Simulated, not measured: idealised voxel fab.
Process module in this document: voxel self aligned vias
FYI the section here is cut, 210 nm wide, cells are 5 nm squares.
Format of a cross-section: grid, square cells. Given as bands. Order: top down. Band: one or more rows of cells. This entry defines a band. It first specifies the height of the band's top and the height of its bottom in nm, and then specifies the band's materials from left to right, stating each material with its width in nm. The word "all across" identifies a single material that fills the band from edge to edge, while the word "blank" identifies empty space. Heights from 0 (as-received wafer is one material below). Bottom band endless downward, as "0 down". With a width like "30..40", each row of cells in the band differs from the next by the same amount, the top row carrying the first number and the bottom row the second. Take "remains unaltered" at face value: in the step it is given for, the cross-section changed in none of its cells. Reported under the label "Entrapped void list" are the empty spaces having no open way to the top and comprising 8 cells or more; the notation for each is width x height at distance, in which the distance is measured from the left edge and all three values are in nm. On each step's line, the part that comes after the settings is the simulator's own comment on the step. What "overlay nm" on a step's line means: if the step has a mask, that mask lay this far to the right of its planned place, or, when the value is negative, to the left.
THESE ARE THE STEPS WE PLANNED FOR THE PROCESS
1,RECEIVE (material Si)
2,CONFORMAL_DEP (material SiO2; thk nm 15)
3,CONFORMAL_DEP (material SiCN; thk nm 5)
4,DIRECTIONAL_DEP (material lowk; thk nm 25)
5,PATTERN (tone open; mask id LINES; material resist; width nm 25; pitch nm 50; thk nm 20; overlay nm -15)
6,DIRECTIONAL_ETCH (etch materials lowk; depth nm 25)
7,STRIP (etch materials resist)
8,CONFORMAL_DEP (material TiN; thk nm 5)
9,FILL_DEP (material Ru; thk nm 5)
10,CMP (height nm 45)
11,SELECTIVE_ETCH (etch materials W Ru TiN; depth nm 5)
12,FILL_DEP (material SiN; thk nm 10)
13,CMP (height nm 45)
14,DIRECTIONAL_DEP (material lowk; thk nm 15)
15,PATTERN (tone open; mask id VIAS; material resist; width nm 35; pitch nm 100; thk nm 20; overlay nm 0)
16,DIRECTIONAL_ETCH (etch materials lowk; depth nm 15)
17,DIRECTIONAL_ETCH (etch materials SiN; depth nm 5)
18,STRIP (etch materials resist)
19,CONFORMAL_DEP (material TiN; thk nm 5)
20,FILL_DEP (material Ru; thk nm 5)
21,CMP (height nm 60)
22,CONFORMAL_DEP (material SiN; thk nm 5)
The wafers are alike at the start. At step 5, their overlay nm differs. The plan lists the first wafer's value.
INCOMING STATE OF THE FIRST OF SEVERAL WAFERS IN CROSS-SECTION: AFTER STEP 1
0 down: Si all across
Entrapped void list: none
QUICK KEY FOR THE TABLE: A ROW PER WAFER, TAKEN AT THE END OF THE MODULE. FOR EACH MATERIAL IT TELLS YOU HOW MANY CELLS THE WAFER GAINED (+) OR LOST (-) SINCE IT CAME IN, AND THE CLOSED VOIDS COME AFTER
overlay nm -15 | +49 Ru | +42 SiCN | +51 SiN | +126 SiO2 | +59 TiN | +219 lowk | Entrapped void list: none
overlay nm -10 | +51 Ru | +42 SiCN | +49 SiN | +126 SiO2 | +59 TiN | +219 lowk | Entrapped void list: none
overlay nm -5 | +53 Ru | +42 SiCN | +47 SiN | +126 SiO2 | +59 TiN | +219 lowk | Entrapped void list: none
overlay nm 0 | +53 Ru | +42 SiCN | +47 SiN | +126 SiO2 | +59 TiN | +219 lowk | Entrapped void list: none
overlay nm 5 | +53 Ru | +42 SiCN | +47 SiN | +126 SiO2 | +59 TiN | +219 lowk | Entrapped void list: none
overlay nm 10 | +51 Ru | +42 SiCN | +49 SiN | +126 SiO2 | +59 TiN | +219 lowk | Entrapped void list: none
overlay nm 15 | +49 Ru | +42 SiCN | +51 SiN | +126 SiO2 | +59 TiN | +219 lowk | Entrapped void list: none
